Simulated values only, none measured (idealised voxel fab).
Presented below is a process module, voxel self aligned contacts.
Square cells of 5 nm make up the cross-section cut, whose width is 240 nm.
Cross-sections here: square-cell grids, written as top-down lists of bands, a band being one or more rows of cells. Look at the band entry: it leads with the top's height and the bottom's height in nm. Then it lists the materials left to right, with a width in nm for each. The word "everywhere" on a single material says that material fills the band edge to edge. The word "air" is empty space. Heights are reckoned from 0. Under this level, the received wafer is all of one material. The bottommost band is open-ended downward, for example "0 nm and below". Read "30 to 40" as a graded width: first number on top, second number at the bottom, same change between each pair of neighbouring rows. Step note "remained unchanged" = no cross-section cell changed. "Sealed voids": empty spaces of 8 cells or more with no open way to the top, each given as width x height at distance, distance from the left edge, all in nm. Anything after a step's settings on that line? It's the simulator's own note about the step. overlay nm: for a step with a mask, the amount by which the mask lay right of where it was planned; a negative amount means left of it.

The following list gives the planned process steps:
1 RECEIVE | material Si
2 CONFORMAL_DEP | material SiO2 | thk nm 5
3 DIRECTIONAL_DEP | material polySi | thk nm 25
4 DIRECTIONAL_DEP | material SiN | thk nm 20
5 DIRECTIONAL_DEP | material aC | thk nm 15
6 PATTERN | tone cover | mask id GATE | material resist | width nm 35 | pitch nm 60 | thk nm 30 | overlay nm 0
7 DIRECTIONAL_ETCH | etch materials aC | depth nm 15
8 STRIP | etch materials resist
9 DIRECTIONAL_ETCH | etch materials SiN | depth nm 20
10 DIRECTIONAL_ETCH | etch materials polySi | depth nm 25
11 STRIP | etch materials aC
12 CONFORMAL_DEP | material SiN | thk nm 5
13 DIRECTIONAL_ETCH | etch materials SiN | depth nm 5
14 FILL_DEP | material SiO2 | thk nm 15
15 CMP | height nm 55
16 PATTERN | tone open | mask id CONTACT | material resist | width nm 45 | thk nm 15 | overlay nm 0
17 DIRECTIONAL_ETCH | etch materials SiO2 | depth nm 55
18 STRIP | etch materials resist
19 CONFORMAL_DEP | material TiN | thk nm 5
20 FILL_DEP | material W | thk nm 5
21 CMP | height nm 55
22 CONFORMAL_DEP | material SiN | thk nm 5

Wafer as received: cross-section following step 1:
> 0 nm and below: Si everywhere
> Sealed voids: none

First of two wafers, end-of-module section, run followed plan:
> 60 nm to 55 nm: SiN everywhere
> 55 nm to 50 nm: SiO2 (95)  TiN (20)  W (5)  TiN (20)  SiO2 (100)
> 50 nm to 30 nm: SiO2 (65)  SiN (45)  TiN (5)  W (5)  TiN (5)  SiN (45)  SiO2 (70)
> 30 nm to 5 nm: SiO2 (65)  SiN (5)  polySi (35)  SiN (5)  TiN (5)  W (5)  TiN (5)  SiN (5)  polySi (35)  SiN (5)  SiO2 (70)
> 5 nm to 0 nm: SiO2 (110)  TiN (15)  SiO2 (115)
> 0 nm and below: Si everywhere
> Sealed voids: none

So this is wafer number two of the two, cut at the end of the module - it started where the first did and had the same plan, we just got one thing wrong running it:
> 60 nm to 55 nm: SiN everywhere
> 55 nm to 45 nm: SiO2 (95)  TiN (5 to 15)  W (35 to 15)  TiN (5 to 15)  SiO2 (100)
> 45 nm to 30 nm: SiO2 (70)  SiN (35)  TiN (5)  W (15)  TiN (5)  SiN (35)  SiO2 (75)
> 30 nm to 5 nm: SiO2 (70)  polySi (35)  TiN (5)  W (15)  TiN (5)  polySi (35)  SiO2 (75)
> 5 nm to 0 nm: SiO2 (105)  TiN (25)  SiO2 (110)
> 0 nm and below: Si everywhere
> Sealed voids: none
What went wrong in running the wafer? step 12 of the plan never got run, it was skipped over
Count the cells at the end and the second wafer has more or fewer of some materials than the first: SiN: 50 fewer | SiO2: 26 more | W: 24 more
